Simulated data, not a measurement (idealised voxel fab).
This is a process module. Its name is voxel self aligned contacts.
We display cut, a cross-section 225 nm in width whose square cells are each 5 nm.
In what follows, cross-sections appear as grids of square cells, described through bands that run from the top down, where every band is one or more rows of cells. It is stipulated that each band's entry specify, in nanometres, the height of the top of the band and then that of its bottom, followed by the materials of the band in left-to-right sequence, each together with its width in nanometres. A single material marked by the word "everywhere" is understood to fill the band from edge to edge; the word "empty" is understood to denote empty space. Heights from 0 (as-received wafer is one material below). Bottom band endless downward, as "0 and below". Width: "30->40" (first number = top row, second number = bottom row, same change from row to row of cells). Reading "changes: none" for a step: not a cell of the cross-section changed in it. Under "Sealed void list" you'll find the enclosed gaps, the ones with no way out to the top, that are 8 cells or bigger; each reads width x height at distance, with distance counted from the left edge, everything in nm. Where a step's line continues beyond its settings, the continuation is a remark by the simulator itself on that step. The optional step-line setting "overlay nm" applies to steps with a mask and quantifies how far to the right of its planned location the mask lay, a negative value indicating leftward placement.
The process steps that were planned are listed below
1,RECEIVE, material Si
2,OXIDIZE, depth nm 5
3,DIRECTIONAL_DEP, material polySi, thk nm 30
4,DIRECTIONAL_DEP, material SiN, thk nm 20
5,PATTERN, tone cover, mask id GATE, material resist, width nm 25, pitch nm 70, thk nm 20, overlay nm 0
6,DIRECTIONAL_ETCH, etch materials SiN, depth nm 20
7,DIRECTIONAL_ETCH, etch materials polySi, depth nm 30
8,STRIP, etch materials resist
9,CONFORMAL_DEP, material SiN, thk nm 5
10,DIRECTIONAL_ETCH, etch materials SiN, depth nm 5
11,FILL_DEP, material SiO2, thk nm 20
12,CMP, height nm 60
13,DIRECTIONAL_DEP, material aC, thk nm 10
14,PATTERN, tone open, mask id CONTACT, material resist, width nm 55, pitch nm 70, thk nm 25, overlay nm 0
15,DIRECTIONAL_ETCH, etch materials aC, depth nm 10
16,STRIP, etch materials resist
17,DIRECTIONAL_ETCH, etch materials SiO2, depth nm 65
18,STRIP, etch materials aC
19,CONFORMAL_DEP, material TiN, thk nm 5
20,FILL_DEP, material W, thk nm 5
21,CMP, height nm 60
22,CONFORMAL_DEP, material SiN, thk nm 5
The width nm used in step 5 is not the same on every wafer, whereas the starting condition is; the value printed in the plan is the first wafer's.
After step 1, as received: first of several wafers, cross-section
* 0 and below = Si everywhere
* Sealed void list: none
Cross-section of the first of several wafers once the module has run through its last step, step 22
* 65 down to 60 = SiN everywhere
* 60 down to 50 = 50 SiO2, 5->15 TiN, 45->25 W, 5->15 TiN, 15 SiO2, 5->15 TiN, 45->25 W, 5->15 TiN, 50 SiO2
* 50 down to 30 = 25 SiO2, 35 SiN, 5 TiN, 25 W, 5 TiN, 35 SiN, 5 TiN, 25 W, 5 TiN, 35 SiN, 25 SiO2
* 30 down to 0 = 25 SiO2, 5 SiN, 25 polySi, 5 SiN, 5 TiN, 25 W, 5 TiN, 5 SiN, 25 polySi, 5 SiN, 5 TiN, 25 W, 5 TiN, 5 SiN, 25 polySi, 5 SiN, 25 SiO2
* 0 down to -5 = 60 SiO2, 35 TiN, 35 SiO2, 35 TiN, 60 SiO2
* -5 and below = Si everywhere
* Sealed void list: none
Last wafer x-sec, end of module
* 65 down to 60 = SiN everywhere
* 60 down to 55 = 50 SiO2, 5 TiN, 45 W, 5 TiN, 15 SiO2, 5 TiN, 45 W, 5 TiN, 50 SiO2
* 55 down to 50 = 50 SiO2, 55 TiN, 15 SiO2, 55 TiN, 50 SiO2
* 50 down to 30 = 15 SiO2, 60 SiN, 10 TiN, 60 SiN, 10 TiN, 60 SiN, 10 SiO2
* 30 down to 0 = 15 SiO2, 5 SiN, 50 polySi, 5 SiN, 10 TiN, 5 SiN, 50 polySi, 5 SiN, 10 TiN, 5 SiN, 50 polySi, 5 SiN, 10 SiO2
* 0 down to -5 = 75 SiO2, 10 TiN, 60 SiO2, 10 TiN, 70 SiO2
* -5 and below = Si everywhere
* Sealed void list: none
Rows = wafers. At module end, each row lists per material the cells gained (+) or lost (-) since the wafer was received, then the closed voids
width nm 25 | -45 Si | +165 SiN | +177 SiO2 | +70 TiN | +128 W | +90 polySi | Sealed void list: none
width nm 30 | -45 Si | +177 SiN | +169 SiO2 | +70 TiN | +106 W | +108 polySi | Sealed void list: none
width nm 35 | -45 Si | +189 SiN | +161 SiO2 | +70 TiN | +84 W | +126 polySi | Sealed void list: none
width nm 40 | -45 Si | +201 SiN | +153 SiO2 | +70 TiN | +62 W | +144 polySi | Sealed void list: none
width nm 45 | -45 Si | +213 SiN | +145 SiO2 | +70 TiN | +40 W | +162 polySi | Sealed void list: none
width nm 50 | -45 Si | +225 SiN | +137 SiO2 | +70 TiN | +18 W | +180 polySi | Sealed void list: none
